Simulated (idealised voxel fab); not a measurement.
process module | voxel capacitor over wiring
FYI the section here is cut, 220 nm wide, cells are 5 nm squares.
Cross-section layout: square cells on a grid; listed as bands, top to bottom; a band spans one or more cell rows. First you get the band's top height and its bottom height, in nm, and then the materials it's made of, left to right, with each width in nm. If you see a single material with "throughout", that one covers the band edge to edge. "blank" is empty space. Measure heights from 0. That's the level where, below it, the as-received wafer is all one material. The lowest band is bottomless and extends downward; write it as in "0 and below". A width given as "30 to 40" starts at the first number in the band's top row and ends at the second number in its bottom row, shifting by an equal amount at every step from row to row. The cross-section has no changed cell in any step marked "identical to before". "Enclosed void list": sealed empty spaces, 8 cells or more, no open way to top, listed width x height at distance, with distance from the left edge and width, height and distance in nm. Note: text after step settings on the step line = simulator remark on that step. overlay nm: for a step with a mask, the amount by which the mask lay right of where it was planned; a negative amount means left of it.
THESE ARE THE STEPS WE PLANNED FOR THE PROCESS
1: RECEIVE [material Si]
2: CONFORMAL_DEP [material SiO2] [thk nm 10]
3: DIRECTIONAL_DEP [material TiN] [thk nm 5]
4: DIRECTIONAL_DEP [material W] [thk nm 15]
5: DIRECTIONAL_DEP [material aC] [thk nm 10]
6: PATTERN [tone cover] [mask id METAL_1] [material resist] [width nm 20] [pitch nm 70] [thk nm 30] [overlay nm 0]
7: DIRECTIONAL_ETCH [etch materials aC] [depth nm 10]
8: STRIP [etch materials resist]
9: DIRECTIONAL_ETCH [etch materials W] [depth nm 15]
10: DIRECTIONAL_ETCH [etch materials TiN] [depth nm 5]
11: STRIP [etch materials aC]
12: CONFORMAL_DEP [material SiCN] [thk nm 5]
13: FILL_DEP [material SiO2] [thk nm 5]
14: CMP [height nm 30]
15: CONFORMAL_DEP [material SiCN] [thk nm 5]
16: DIRECTIONAL_DEP [material SiO2] [thk nm 15]
17: MASKED_ETCH [tone open] [mask id PLUG_1] [width nm 15] [etch materials SiO2] [depth nm 15] [overlay nm 0]
18: MASKED_ETCH [tone open] [mask id PLUG_1] [width nm 15] [etch materials SiCN] [depth nm 5] [overlay nm 0]
19: CONFORMAL_DEP [material TiN] [thk nm 5]
20: FILL_DEP [material Ru] [thk nm 5]
21: CMP [height nm 50]
22: DIRECTIONAL_DEP [material TiN] [thk nm 10]
23: DIRECTIONAL_DEP [material HfO2] [thk nm 5]
24: DIRECTIONAL_DEP [material TiN] [thk nm 5]
25: PATTERN [tone cover] [mask id UPPER_PLATE] [material resist] [width nm 55] [thk nm 15] [overlay nm 0]
26: DIRECTIONAL_ETCH [etch materials TiN] [depth nm 5]
27: DIRECTIONAL_ETCH [etch materials HfO2] [depth nm 5]
28: STRIP [etch materials resist]
29: DIRECTIONAL_DEP [material aC] [thk nm 10]
30: PATTERN [tone cover] [mask id LOWER_PLATE] [material resist] [width nm 65] [thk nm 25] [overlay nm 0]
31: DIRECTIONAL_ETCH [etch materials aC] [depth nm 10]
32: STRIP [etch materials resist]
33: DIRECTIONAL_ETCH [etch materials TiN] [depth nm 10]
34: STRIP [etch materials aC]
35: FILL_DEP [material SiO2] [thk nm 15]
36: CMP [height nm 80]
37: PATTERN [tone open] [mask id PLUG_2] [material resist] [width nm 15] [thk nm 20] [overlay nm 0]
38: DIRECTIONAL_ETCH [etch materials SiO2] [depth nm 10]
39: STRIP [etch materials resist]
40: CONFORMAL_DEP [material TiN] [thk nm 5]
41: FILL_DEP [material Ru] [thk nm 10]
42: CMP [height nm 80]
43: CONFORMAL_DEP [material SiN] [thk nm 5]
BELOW: THE FIRST OF TWO WAFERS, RUN AS PLANNED
STEP 1 COMPLETE: CROSS-SECTION OF THE WAFER AS RECEIVED
- 0 and below = Si throughout
- Enclosed void list: none
CROSS-SECTION OF THE WAFER SUBSEQUENT TO STEP 2
- 10 down to 0 = SiO2 throughout
- Anything lower than 0 is untouched.
CROSS-SECTION OF THE WAFER SUBSEQUENT TO STEP 3
- 15 down to 10 = TiN throughout
- Anything lower than 10 is untouched.
CROSS-SECTION OF THE WAFER SUBSEQUENT TO STEP 4
- 30 down to 15 = W throughout
- Anything lower than 15 is untouched.
CROSS-SECTION OF THE WAFER SUBSEQUENT TO STEP 5
- 40 down to 30 = aC throughout
- Anything lower than 30 is untouched.
CROSS-SECTION OF THE WAFER SUBSEQUENT TO STEP 6
- 70 down to 40 = 65 blank | 20 resist | 50 blank | 20 resist | 65 blank
- Anything lower than 40 is untouched.
CROSS-SECTION OF THE WAFER SUBSEQUENT TO STEP 7
- 60 down to 40 = 65 blank | 20 resist | 50 blank | 20 resist | 65 blank
- 40 down to 30 = 65 blank | 20 aC | 50 blank | 20 aC | 65 blank
- Anything lower than 30 is untouched.
CROSS-SECTION OF THE WAFER SUBSEQUENT TO STEP 8
- 40 down to 30 = 65 blank | 20 aC | 50 blank | 20 aC | 65 blank
- Anything lower than 30 is untouched.
CROSS-SECTION OF THE WAFER SUBSEQUENT TO STEP 9
- 40 down to 30 = 65 blank | 20 aC | 50 blank | 20 aC | 65 blank
- 30 down to 15 = 65 blank | 20 W | 50 blank | 20 W | 65 blank
- Anything lower than 15 is untouched.
CROSS-SECTION OF THE WAFER SUBSEQUENT TO STEP 10
- 40 down to 30 = 65 blank | 20 aC | 50 blank | 20 aC | 65 blank
- 30 down to 15 = 65 blank | 20 W | 50 blank | 20 W | 65 blank
- 15 down to 10 = 65 blank | 20 TiN | 50 blank | 20 TiN | 65 blank
- Anything lower than 10 is untouched.
CROSS-SECTION OF THE WAFER SUBSEQUENT TO STEP 11
- 30 down to 15 = 65 blank | 20 W | 50 blank | 20 W | 65 blank
- Anything lower than 15 is untouched.
CROSS-SECTION OF THE WAFER SUBSEQUENT TO STEP 12
- 35 down to 30 = 60 blank | 30 SiCN | 40 blank | 30 SiCN | 60 blank
- 30 down to 15 = 60 blank | 5 SiCN | 20 W | 5 SiCN | 40 blank | 5 SiCN | 20 W | 5 SiCN | 60 blank
- 15 down to 10 = 65 SiCN | 20 TiN | 50 SiCN | 20 TiN | 65 SiCN
- Anything lower than 10 is untouched.
CROSS-SECTION OF THE WAFER SUBSEQUENT TO STEP 13
- 40 down to 35 = SiO2 throughout
- 35 down to 30 = 60 SiO2 | 30 SiCN | 40 SiO2 | 30 SiCN | 60 SiO2
- 30 down to 15 = 60 SiO2 | 5 SiCN | 20 W | 5 SiCN | 40 SiO2 | 5 SiCN | 20 W | 5 SiCN | 60 SiO2
- Anything lower than 15 is untouched.
CROSS-SECTION OF THE WAFER SUBSEQUENT TO STEP 14
- 30 down to 15 = 60 SiO2 | 5 SiCN | 20 W | 5 SiCN | 40 SiO2 | 5 SiCN | 20 W | 5 SiCN | 60 SiO2
- Anything lower than 15 is untouched.
CROSS-SECTION OF THE WAFER SUBSEQUENT TO STEP 15
- 35 down to 30 = SiCN throughout
- Anything lower than 30 is untouched.
CROSS-SECTION OF THE WAFER SUBSEQUENT TO STEP 16
- 50 down to 35 = SiO2 throughout
- Anything lower than 35 is untouched.
CROSS-SECTION OF THE WAFER SUBSEQUENT TO STEP 17
- 50 down to 35 = 70 SiO2 | 15 blank | 135 SiO2
- Anything lower than 35 is untouched.
CROSS-SECTION OF THE WAFER SUBSEQUENT TO STEP 18
- 50 down to 35 = 70 SiO2 | 15 blank | 135 SiO2
- 35 down to 30 = 70 SiCN | 15 blank | 135 SiCN
- Anything lower than 30 is untouched.
CROSS-SECTION OF THE WAFER SUBSEQUENT TO STEP 19
- 55 down to 50 = 75 TiN | 5 blank | 140 TiN
- 50 down to 35 = 70 SiO2 | 5 TiN | 5 blank | 5 TiN | 135 SiO2
- 35 down to 30 = 70 SiCN | 15 TiN | 135 SiCN
- Anything lower than 30 is untouched.
CROSS-SECTION OF THE WAFER SUBSEQUENT TO STEP 20
- 60 down to 55 = Ru throughout
- 55 down to 50 = 75 TiN | 5 Ru | 140 TiN
- 50 down to 35 = 70 SiO2 | 5 TiN | 5 Ru | 5 TiN | 135 SiO2
- Anything lower than 35 is untouched.
CROSS-SECTION OF THE WAFER SUBSEQUENT TO STEP 21
- 50 down to 35 = 70 SiO2 | 5 TiN | 5 Ru | 5 TiN | 135 SiO2
- Anything lower than 35 is untouched.
CROSS-SECTION OF THE WAFER SUBSEQUENT TO STEP 22
- 60 down to 50 = TiN throughout
- Anything lower than 50 is untouched.
CROSS-SECTION OF THE WAFER SUBSEQUENT TO STEP 23
- 65 down to 60 = HfO2 throughout
- Anything lower than 60 is untouched.
CROSS-SECTION OF THE WAFER SUBSEQUENT TO STEP 24
- 70 down to 65 = TiN throughout
- Anything lower than 65 is untouched.
CROSS-SECTION OF THE WAFER SUBSEQUENT TO STEP 25
- 85 down to 70 = 70 blank | 55 resist | 95 blank
- Anything lower than 70 is untouched.
CROSS-SECTION OF THE WAFER SUBSEQUENT TO STEP 26
- 85 down to 70 = 70 blank | 55 resist | 95 blank
- 70 down to 65 = 70 blank | 55 TiN | 95 blank
- Anything lower than 65 is untouched.
CROSS-SECTION OF THE WAFER SUBSEQUENT TO STEP 27
- 85 down to 70 = 70 blank | 55 resist | 95 blank
- 70 down to 65 = 70 blank | 55 TiN | 95 blank
- 65 down to 60 = 70 blank | 55 HfO2 | 95 blank
- Anything lower than 60 is untouched.
CROSS-SECTION OF THE WAFER SUBSEQUENT TO STEP 28
- 70 down to 65 = 70 blank | 55 TiN | 95 blank
- Anything lower than 65 is untouched.
CROSS-SECTION OF THE WAFER SUBSEQUENT TO STEP 29
- 80 down to 70 = 70 blank | 55 aC | 95 blank
- 70 down to 65 = 70 aC | 55 TiN | 95 aC
- 65 down to 60 = 70 aC | 55 HfO2 | 95 aC
- Anything lower than 60 is untouched.
CROSS-SECTION OF THE WAFER SUBSEQUENT TO STEP 30
- 105 down to 80 = 65 blank | 65 resist | 90 blank
- 80 down to 70 = 65 blank | 5 resist | 55 aC | 5 resist | 90 blank
- Anything lower than 70 is untouched.
CROSS-SECTION OF THE WAFER SUBSEQUENT TO STEP 31
- 95 down to 80 = 65 blank | 65 resist | 90 blank
- 80 down to 70 = 65 blank | 5 resist | 55 aC | 5 resist | 90 blank
- 70 down to 65 = 65 blank | 5 aC | 55 TiN | 5 aC | 90 blank
- 65 down to 60 = 65 blank | 5 aC | 55 HfO2 | 5 aC | 90 blank
- Anything lower than 60 is untouched.
CROSS-SECTION OF THE WAFER SUBSEQUENT TO STEP 32
- 80 down to 70 = 70 blank | 55 aC | 95 blank
- Anything lower than 70 is untouched.
CROSS-SECTION OF THE WAFER SUBSEQUENT TO STEP 33
- 80 down to 70 = 70 blank | 55 aC | 95 blank
- 70 down to 65 = 65 blank | 5 aC | 55 TiN | 5 aC | 90 blank
- 65 down to 60 = 65 blank | 5 aC | 55 HfO2 | 5 aC | 90 blank
- 60 down to 50 = 65 blank | 65 TiN | 90 blank
- Anything lower than 50 is untouched.
CROSS-SECTION OF THE WAFER SUBSEQUENT TO STEP 34
- 70 down to 65 = 70 blank | 55 TiN | 95 blank
- 65 down to 60 = 70 blank | 55 HfO2 | 95 blank
- Anything lower than 60 is untouched.
CROSS-SECTION OF THE WAFER SUBSEQUENT TO STEP 35
- 85 down to 70 = SiO2 throughout
- 70 down to 65 = 70 SiO2 | 55 TiN | 95 SiO2
- 65 down to 60 = 70 SiO2 | 55 HfO2 | 95 SiO2
- 60 down to 50 = 65 SiO2 | 65 TiN | 90 SiO2
- Anything lower than 50 is untouched.
CROSS-SECTION OF THE WAFER SUBSEQUENT TO STEP 36
- 80 down to 70 = SiO2 throughout
- Anything lower than 70 is untouched.
CROSS-SECTION OF THE WAFER SUBSEQUENT TO STEP 37
- 100 down to 80 = 80 resist | 15 blank | 125 resist
- Anything lower than 80 is untouched.
CROSS-SECTION OF THE WAFER SUBSEQUENT TO STEP 38
- 100 down to 80 = 80 resist | 15 blank | 125 resist
- 80 down to 70 = 80 SiO2 | 15 blank | 125 SiO2
- Anything lower than 70 is untouched.
CROSS-SECTION OF THE WAFER SUBSEQUENT TO STEP 39
- 80 down to 70 = 80 SiO2 | 15 blank | 125 SiO2
- Anything lower than 70 is untouched.
CROSS-SECTION OF THE WAFER SUBSEQUENT TO STEP 40
- 85 down to 80 = 85 TiN | 5 blank | 130 TiN
- 80 down to 75 = 80 SiO2 | 5 TiN | 5 blank | 5 TiN | 125 SiO2
- 75 down to 65 = 80 to 70 SiO2 | 15 to 55 TiN | 125 to 95 SiO2
- Anything lower than 65 is untouched.
CROSS-SECTION OF THE WAFER SUBSEQUENT TO STEP 41
- 95 down to 85 = Ru throughout
- 85 down to 80 = 85 TiN | 5 Ru | 130 TiN
- 80 down to 75 = 80 SiO2 | 5 TiN | 5 Ru | 5 TiN | 125 SiO2
- Anything lower than 75 is untouched.
CROSS-SECTION OF THE WAFER SUBSEQUENT TO STEP 42
- 80 down to 75 = 80 SiO2 | 5 TiN | 5 Ru | 5 TiN | 125 SiO2
- Anything lower than 75 is untouched.
CROSS-SECTION OF THE WAFER SUBSEQUENT TO STEP 43
- 85 down to 80 = SiN throughout
- Anything lower than 80 is untouched.
WAFER TWO OF TWO - SAME STARTING POINT, SAME PROCESS PLAN, ONE MISTAKE IN EXECUTION; MATCHES WAFER ONE UP TO AND INCLUDING STEP 11
LOOK AT THE SECOND WAFER IN CROSS-SECTION AT THE TIME STEP 12 OUGHT TO HAVE FINISHED
- 45 down to 30 = 50 blank | 50 SiCN | 20 blank | 50 SiCN | 50 blank
- 30 down to 25 = 50 blank | 15 SiCN | 20 W | 15 SiCN | 20 blank | 15 SiCN | 20 W | 15 SiCN | 50 blank
- 25 down to 15 = 65 SiCN | 20 W | 50 SiCN | 20 W | 65 SiCN
- 15 down to 10 = 65 SiCN | 20 TiN | 50 SiCN | 20 TiN | 65 SiCN
- Anything lower than 10 is untouched.
LOOK AT THE SECOND WAFER IN CROSS-SECTION AT THE TIME STEP 13 OUGHT TO HAVE FINISHED
- 50 down to 45 = SiO2 throughout
- 45 down to 30 = 50 SiO2 | 50 SiCN | 20 SiO2 | 50 SiCN | 50 SiO2
- 30 down to 25 = 50 SiO2 | 15 SiCN | 20 W | 15 SiCN | 20 SiO2 | 15 SiCN | 20 W | 15 SiCN | 50 SiO2
- Anything lower than 25 is untouched.
LOOK AT THE SECOND WAFER IN CROSS-SECTION AT THE TIME STEP 14 OUGHT TO HAVE FINISHED
- 30 down to 25 = 50 SiO2 | 15 SiCN | 20 W | 15 SiCN | 20 SiO2 | 15 SiCN | 20 W | 15 SiCN | 50 SiO2
- Anything lower than 25 is untouched.
LOOK AT THE SECOND WAFER IN CROSS-SECTION AT THE TIME STEP 15 OUGHT TO HAVE FINISHED
- 35 down to 30 = SiCN throughout
- Anything lower than 30 is untouched.
LOOK AT THE SECOND WAFER IN CROSS-SECTION AT THE TIME STEP 16 OUGHT TO HAVE FINISHED
- 50 down to 35 = SiO2 throughout
- Anything lower than 35 is untouched.
LOOK AT THE SECOND WAFER IN CROSS-SECTION AT THE TIME STEP 17 OUGHT TO HAVE FINISHED
- 50 down to 35 = 70 SiO2 | 15 blank | 135 SiO2
- Anything lower than 35 is untouched.
LOOK AT THE SECOND WAFER IN CROSS-SECTION AT THE TIME STEP 18 OUGHT TO HAVE FINISHED
- 50 down to 35 = 70 SiO2 | 15 blank | 135 SiO2
- 35 down to 30 = 70 SiCN | 15 blank | 135 SiCN
- Anything lower than 30 is untouched.
LOOK AT THE SECOND WAFER IN CROSS-SECTION AT THE TIME STEP 19 OUGHT TO HAVE FINISHED
- 55 down to 50 = 75 TiN | 5 blank | 140 TiN
- 50 down to 35 = 70 SiO2 | 5 TiN | 5 blank | 5 TiN | 135 SiO2
- 35 down to 30 = 70 SiCN | 15 TiN | 135 SiCN
- Anything lower than 30 is untouched.
LOOK AT THE SECOND WAFER IN CROSS-SECTION AT THE TIME STEP 20 OUGHT TO HAVE FINISHED
- 60 down to 55 = Ru throughout
- 55 down to 50 = 75 TiN | 5 Ru | 140 TiN
- 50 down to 35 = 70 SiO2 | 5 TiN | 5 Ru | 5 TiN | 135 SiO2
- Anything lower than 35 is untouched.
LOOK AT THE SECOND WAFER IN CROSS-SECTION AT THE TIME STEP 21 OUGHT TO HAVE FINISHED
- 50 down to 35 = 70 SiO2 | 5 TiN | 5 Ru | 5 TiN | 135 SiO2
- Anything lower than 35 is untouched.
LOOK AT THE SECOND WAFER IN CROSS-SECTION AT THE TIME STEP 22 OUGHT TO HAVE FINISHED
- 60 down to 50 = TiN throughout
- Anything lower than 50 is untouched.
LOOK AT THE SECOND WAFER IN CROSS-SECTION AT THE TIME STEP 23 OUGHT TO HAVE FINISHED
- 65 down to 60 = HfO2 throughout
- Anything lower than 60 is untouched.
LOOK AT THE SECOND WAFER IN CROSS-SECTION AT THE TIME STEP 24 OUGHT TO HAVE FINISHED
- 70 down to 65 = TiN throughout
- Anything lower than 65 is untouched.
LOOK AT THE SECOND WAFER IN CROSS-SECTION AT THE TIME STEP 25 OUGHT TO HAVE FINISHED
- 85 down to 70 = 70 blank | 55 resist | 95 blank
- Anything lower than 70 is untouched.
LOOK AT THE SECOND WAFER IN CROSS-SECTION AT THE TIME STEP 26 OUGHT TO HAVE FINISHED
- 85 down to 70 = 70 blank | 55 resist | 95 blank
- 70 down to 65 = 70 blank | 55 TiN | 95 blank
- Anything lower than 65 is untouched.
LOOK AT THE SECOND WAFER IN CROSS-SECTION AT THE TIME STEP 27 OUGHT TO HAVE FINISHED
- 85 down to 70 = 70 blank | 55 resist | 95 blank
- 70 down to 65 = 70 blank | 55 TiN | 95 blank
- 65 down to 60 = 70 blank | 55 HfO2 | 95 blank
- Anything lower than 60 is untouched.
LOOK AT THE SECOND WAFER IN CROSS-SECTION AT THE TIME STEP 28 OUGHT TO HAVE FINISHED
- 70 down to 65 = 70 blank | 55 TiN | 95 blank
- Anything lower than 65 is untouched.
LOOK AT THE SECOND WAFER IN CROSS-SECTION AT THE TIME STEP 29 OUGHT TO HAVE FINISHED
- 80 down to 70 = 70 blank | 55 aC | 95 blank
- 70 down to 65 = 70 aC | 55 TiN | 95 aC
- 65 down to 60 = 70 aC | 55 HfO2 | 95 aC
- Anything lower than 60 is untouched.
LOOK AT THE SECOND WAFER IN CROSS-SECTION AT THE TIME STEP 30 OUGHT TO HAVE FINISHED
- 105 down to 80 = 65 blank | 65 resist | 90 blank
- 80 down to 70 = 65 blank | 5 resist | 55 aC | 5 resist | 90 blank
- Anything lower than 70 is untouched.
LOOK AT THE SECOND WAFER IN CROSS-SECTION AT THE TIME STEP 31 OUGHT TO HAVE FINISHED
- 95 down to 80 = 65 blank | 65 resist | 90 blank
- 80 down to 70 = 65 blank | 5 resist | 55 aC | 5 resist | 90 blank
- 70 down to 65 = 65 blank | 5 aC | 55 TiN | 5 aC | 90 blank
- 65 down to 60 = 65 blank | 5 aC | 55 HfO2 | 5 aC | 90 blank
- Anything lower than 60 is untouched.
LOOK AT THE SECOND WAFER IN CROSS-SECTION AT THE TIME STEP 32 OUGHT TO HAVE FINISHED
- 80 down to 70 = 70 blank | 55 aC | 95 blank
- Anything lower than 70 is untouched.
LOOK AT THE SECOND WAFER IN CROSS-SECTION AT THE TIME STEP 33 OUGHT TO HAVE FINISHED
- 80 down to 70 = 70 blank | 55 aC | 95 blank
- 70 down to 65 = 65 blank | 5 aC | 55 TiN | 5 aC | 90 blank
- 65 down to 60 = 65 blank | 5 aC | 55 HfO2 | 5 aC | 90 blank
- 60 down to 50 = 65 blank | 65 TiN | 90 blank
- Anything lower than 50 is untouched.
LOOK AT THE SECOND WAFER IN CROSS-SECTION AT THE TIME STEP 34 OUGHT TO HAVE FINISHED
- 70 down to 65 = 70 blank | 55 TiN | 95 blank
- 65 down to 60 = 70 blank | 55 HfO2 | 95 blank
- Anything lower than 60 is untouched.
LOOK AT THE SECOND WAFER IN CROSS-SECTION AT THE TIME STEP 35 OUGHT TO HAVE FINISHED
- 85 down to 70 = SiO2 throughout
- 70 down to 65 = 70 SiO2 | 55 TiN | 95 SiO2
- 65 down to 60 = 70 SiO2 | 55 HfO2 | 95 SiO2
- 60 down to 50 = 65 SiO2 | 65 TiN | 90 SiO2
- Anything lower than 50 is untouched.
LOOK AT THE SECOND WAFER IN CROSS-SECTION AT THE TIME STEP 36 OUGHT TO HAVE FINISHED
- 80 down to 70 = SiO2 throughout
- Anything lower than 70 is untouched.
LOOK AT THE SECOND WAFER IN CROSS-SECTION AT THE TIME STEP 37 OUGHT TO HAVE FINISHED
- 100 down to 80 = 80 resist | 15 blank | 125 resist
- Anything lower than 80 is untouched.
LOOK AT THE SECOND WAFER IN CROSS-SECTION AT THE TIME STEP 38 OUGHT TO HAVE FINISHED
- 100 down to 80 = 80 resist | 15 blank | 125 resist
- 80 down to 70 = 80 SiO2 | 15 blank | 125 SiO2
- Anything lower than 70 is untouched.
LOOK AT THE SECOND WAFER IN CROSS-SECTION AT THE TIME STEP 39 OUGHT TO HAVE FINISHED
- 80 down to 70 = 80 SiO2 | 15 blank | 125 SiO2
- Anything lower than 70 is untouched.
LOOK AT THE SECOND WAFER IN CROSS-SECTION AT THE TIME STEP 40 OUGHT TO HAVE FINISHED
- 85 down to 80 = 85 TiN | 5 blank | 130 TiN
- 80 down to 75 = 80 SiO2 | 5 TiN | 5 blank | 5 TiN | 125 SiO2
- 75 down to 65 = 80 to 70 SiO2 | 15 to 55 TiN | 125 to 95 SiO2
- Anything lower than 65 is untouched.
LOOK AT THE SECOND WAFER IN CROSS-SECTION AT THE TIME STEP 41 OUGHT TO HAVE FINISHED
- 95 down to 85 = Ru throughout
- 85 down to 80 = 85 TiN | 5 Ru | 130 TiN
- 80 down to 75 = 80 SiO2 | 5 TiN | 5 Ru | 5 TiN | 125 SiO2
- Anything lower than 75 is untouched.
LOOK AT THE SECOND WAFER IN CROSS-SECTION AT THE TIME STEP 42 OUGHT TO HAVE FINISHED
- 80 down to 75 = 80 SiO2 | 5 TiN | 5 Ru | 5 TiN | 125 SiO2
- Anything lower than 75 is untouched.
LOOK AT THE SECOND WAFER IN CROSS-SECTION AT THE TIME STEP 43 OUGHT TO HAVE FINISHED
- 85 down to 80 = SiN throughout
- Anything lower than 80 is untouched.
Want to know what went wrong? heads up, step 12 didn't go per plan, it actually ran as CONFORMAL_DEP [material SiCN] [thk nm 15]
Final cells, second wafer relative to first, materials higher or lower: SiCN +72; SiO2 -72
